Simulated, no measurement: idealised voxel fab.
The following process module bears the name voxel self aligned vias.
cross-section cut | 185 nm wide | cells 5 nm
A cross-section in this document is a grid of square cells, and it is written down as bands, the top band listed before the ones below it; a band is made up of one or more rows of cells.
Band: top height; bottom height; in nm. Then, left to right: material with width in nm, for each material. "throughout": a single material spanning edge to edge. "air": empty space.
Heads up on the height convention: 0 is the point under which the incoming wafer is all one material, and the lowest band has no bottom, it just keeps going down, like "top 0, no bottom".
When a width is written as two numbers, as in "30 to 40", the first number is the width in the top row of cells of the band and the second is the width in its bottom row, and the width changes by the same amount from each row to the next.
"identical to before" (step): cross-section cells unchanged, all of them.
"Entrapped voids": empty spaces of 8 cells or more with no open way to the top, each given as width x height at distance, distance from the left edge, all in nm.
On each step's line, the part that comes after the settings is the simulator's own comment on the step.
overlay nm: how far to the right of its planned place the mask lay on this masked step (negative: to the left).

Planned step list for the process
- 1: RECEIVE: material Si
- 2: CONFORMAL_DEP: material SiO2, thk nm 10
- 3: CONFORMAL_DEP: material SiCN, thk nm 5
- 4: DIRECTIONAL_DEP: material SiO2, thk nm 25
- 5: PATTERN: tone open, mask id LINES, material resist, width nm 25, pitch nm 55, thk nm 20, overlay nm 0
- 6: DIRECTIONAL_ETCH: etch materials SiO2, depth nm 25
- 7: STRIP: etch materials resist
- 8: CONFORMAL_DEP: material TiN, thk nm 5
- 9: FILL_DEP: material Ru, thk nm 5
- 10: CMP: height nm 40
- 11: SELECTIVE_ETCH: etch materials W Ru TiN, depth nm 5
- 12: FILL_DEP: material SiN, thk nm 5
- 13: CMP: height nm 40
- 14: DIRECTIONAL_DEP: material SiO2, thk nm 15
- 15: DIRECTIONAL_DEP: material aC, thk nm 5
- 16: PATTERN: tone open, mask id VIAS, material resist, width nm 35, thk nm 30, overlay nm 0
- 17: DIRECTIONAL_ETCH: etch materials aC, depth nm 10
- 18: STRIP: etch materials resist
- 19: DIRECTIONAL_ETCH: etch materials SiO2, depth nm 15
- 20: DIRECTIONAL_ETCH: etch materials SiN, depth nm 5
- 21: STRIP: etch materials aC
- 22: CONFORMAL_DEP: material TiN, thk nm 5
- 23: FILL_DEP: material Cu, thk nm 5
- 24: CMP: height nm 55
- 25: CONFORMAL_DEP: material SiN, thk nm 5
All wafers enter the flow in the same state. The thk nm at step 15 differs from wafer to wafer, and the plan gives the value for the first wafer.

first wafer as received, after step 1
  top 0, no bottom | Si throughout
  Entrapped voids: none

First of several wafers in cross-section at module end, following the final step, step 25
  top 60, bottom 55 | SiN throughout
  top 55, bottom 45 | 45 of SiO2; 5 of TiN; 25 of Cu; 5 of TiN; 105 of SiO2
  top 45, bottom 40 | 45 of SiO2; 10 of TiN; 15 of Cu; 10 of TiN; 105 of SiO2
  top 40, bottom 35 | 50 of SiO2; 25 of TiN; 30 of SiO2; 25 of SiN; 55 of SiO2
  top 35, bottom 20 | 50 of SiO2; 5 of TiN; 15 of Ru; 5 of TiN; 30 of SiO2; 5 of TiN; 15 of Ru; 5 of TiN; 55 of SiO2
  top 20, bottom 15 | 50 of SiO2; 25 of TiN; 30 of SiO2; 25 of TiN; 55 of SiO2
  top 15, bottom 10 | SiCN throughout
  top 10, bottom 0 | SiO2 throughout
  top 0, no bottom | Si throughout
  Entrapped voids: none

Cross-section of the final wafer among several, taken at the end of the module
  top 60, bottom 55 | SiN throughout
  top 55, bottom 40 | SiO2 throughout
  top 40, bottom 35 | 50 of SiO2; 25 of SiN; 30 of SiO2; 25 of SiN; 55 of SiO2
  top 35, bottom 20 | 50 of SiO2; 5 of TiN; 15 of Ru; 5 of TiN; 30 of SiO2; 5 of TiN; 15 of Ru; 5 of TiN; 55 of SiO2
  top 20, bottom 15 | 50 of SiO2; 25 of TiN; 30 of SiO2; 25 of TiN; 55 of SiO2
  top 15, bottom 10 | SiCN throughout
  top 10, bottom 0 | SiO2 throughout
  top 0, no bottom | Si throughout
  Entrapped voids: none

Take any row and you have a wafer at the end of the module: how many cells of each material it has gained (+) or lost (-) since it was received, and then its closed voids
thk nm 5, +13 Cu, +18 Ru, +37 SiCN, +42 SiN, +299 SiO2, +35 TiN, Entrapped voids: none
thk nm 10, +13 Cu, +18 Ru, +37 SiCN, +42 SiN, +299 SiO2, +35 TiN, Entrapped voids: none
thk nm 15, +18 Ru, +37 SiCN, +47 SiN, +320 SiO2, +22 TiN, Entrapped voids: none
thk nm 20, +18 Ru, +37 SiCN, +47 SiN, +320 SiO2, +22 TiN, Entrapped voids: none
thk nm 25, +18 Ru, +37 SiCN, +47 SiN, +320 SiO2, +22 TiN, Entrapped voids: none
